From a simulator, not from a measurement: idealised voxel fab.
process module | voxel self aligned contacts
cross-section cut | 285 nm wide | cells 5 nm
A cross-section is a grid of square cells, given in bands from the top down. A band is one or more rows of cells.
Each band's line starts with the height of the band's top and of its bottom, in nm. Then come its materials from left to right, each with its width in nm. One material with "throughout" fills the band from edge to edge. "air" is empty space.
Height 0 is the level under which the wafer as received is all one material. The lowest band goes on downwards, as in "0 down".
A width such as "30 to 40" changes by the same amount from each row of cells to the next, from the band's top row to its bottom row.
"no change" after a step means that no cell of the cross-section changed.
closed voids: empty space of 8 cells or more with no open way to the top, each as width x height at its distance from the left edge, in nm
after a step's settings: what the simulator itself notes on the step
overlay nm, on a step with a mask: how far to the right of its planned place the mask lay; to the left if negative
plan
1 op RECEIVE | material Si
2 op OXIDIZE | depth nm 5
3 op DIRECTIONAL_DEP | material polySi | thk nm 30
4 op DIRECTIONAL_DEP | material SiN | thk nm 20
5 op MASKED_ETCH | tone cover | mask id GATE | width nm 25 | pitch nm 70 | etch materials SiN | depth nm 20 | overlay nm 0
6 op MASKED_ETCH | tone cover | mask id GATE | width nm 25 | pitch nm 70 | etch materials polySi | depth nm 30 | overlay nm 0
7 op CONFORMAL_DEP | material SiN | thk nm 10
8 op DIRECTIONAL_ETCH | etch materials SiN | depth nm 10
9 op FILL_DEP | material SiO2 | thk nm 20
10 op CMP | height nm 60
11 op DIRECTIONAL_DEP | material aC | thk nm 10
12 op PATTERN | tone open | mask id CONTACT | material resist | width nm 55 | pitch nm 70 | thk nm 30 | overlay nm 0
13 op DIRECTIONAL_ETCH | etch materials aC | depth nm 10
14 op STRIP | etch materials resist
15 op DIRECTIONAL_ETCH | etch materials SiO2 | depth nm 65
16 op STRIP | etch materials aC
17 op CONFORMAL_DEP | material TiN | thk nm 5
18 op FILL_DEP | material W | thk nm 10
19 op CMP | height nm 60
20 op CONFORMAL_DEP | material SiN | thk nm 5
as received, after step 1
  0 down: Si throughout
  closed voids: none
first wafer at the end, as planned
  65 to 60: SiN throughout
  60 to 50: SiO2 80 | TiN 5 to 20 | W 45 to 15 | TiN 5 to 20 | SiO2 15 | TiN 5 to 20 | W 45 to 15 | TiN 5 to 20 | SiO2 80
  50 to 30: SiO2 50 | SiN 45 | TiN 5 | W 15 | TiN 5 | SiN 45 | TiN 5 | W 15 | TiN 5 | SiN 45 | SiO2 50
  30 to 0: SiO2 50 | SiN 10 | polySi 25 | SiN 10 | TiN 5 | W 15 | TiN 5 | SiN 10 | polySi 25 | SiN 10 | TiN 5 | W 15 | TiN 5 | SiN 10 | polySi 25 | SiN 10 | SiO2 50
  0 to -5: SiO2 95 | TiN 25 | SiO2 45 | TiN 25 | SiO2 95
  -5 down: Si throughout
  closed voids: none
second wafer at the end: like start, like plan, one mistake
  65 to 60: SiN throughout
  60 to 50: SiO2 90 | TiN 5 to 10 | W 45 to 15 | TiN 5 to 30 | SiO2 15 | TiN 5 to 10 | W 45 to 15 | TiN 5 to 30 | SiO2 70
  50 to 30: SiO2 50 | SiN 45 | TiN 5 | W 15 | TiN 5 | SiN 45 | TiN 5 | W 15 | TiN 5 | SiN 45 | SiO2 50
  30 to 0: SiO2 50 | SiN 10 | polySi 25 | SiN 10 | TiN 5 | W 15 | TiN 5 | SiN 10 | polySi 25 | SiN 10 | TiN 5 | W 15 | TiN 5 | SiN 10 | polySi 25 | SiN 10 | SiO2 50
  0 to -5: SiO2 95 | TiN 25 | SiO2 45 | TiN 25 | SiO2 95
  -5 down: Si throughout
  closed voids: none
what went wrong: step 12 ran as: op PATTERN | tone open | mask id CONTACT | material resist | width nm 55 | pitch nm 70 | thk nm 30 | overlay nm 10
at the end the second wafer has, in cells: as many of each material as the first, in other places
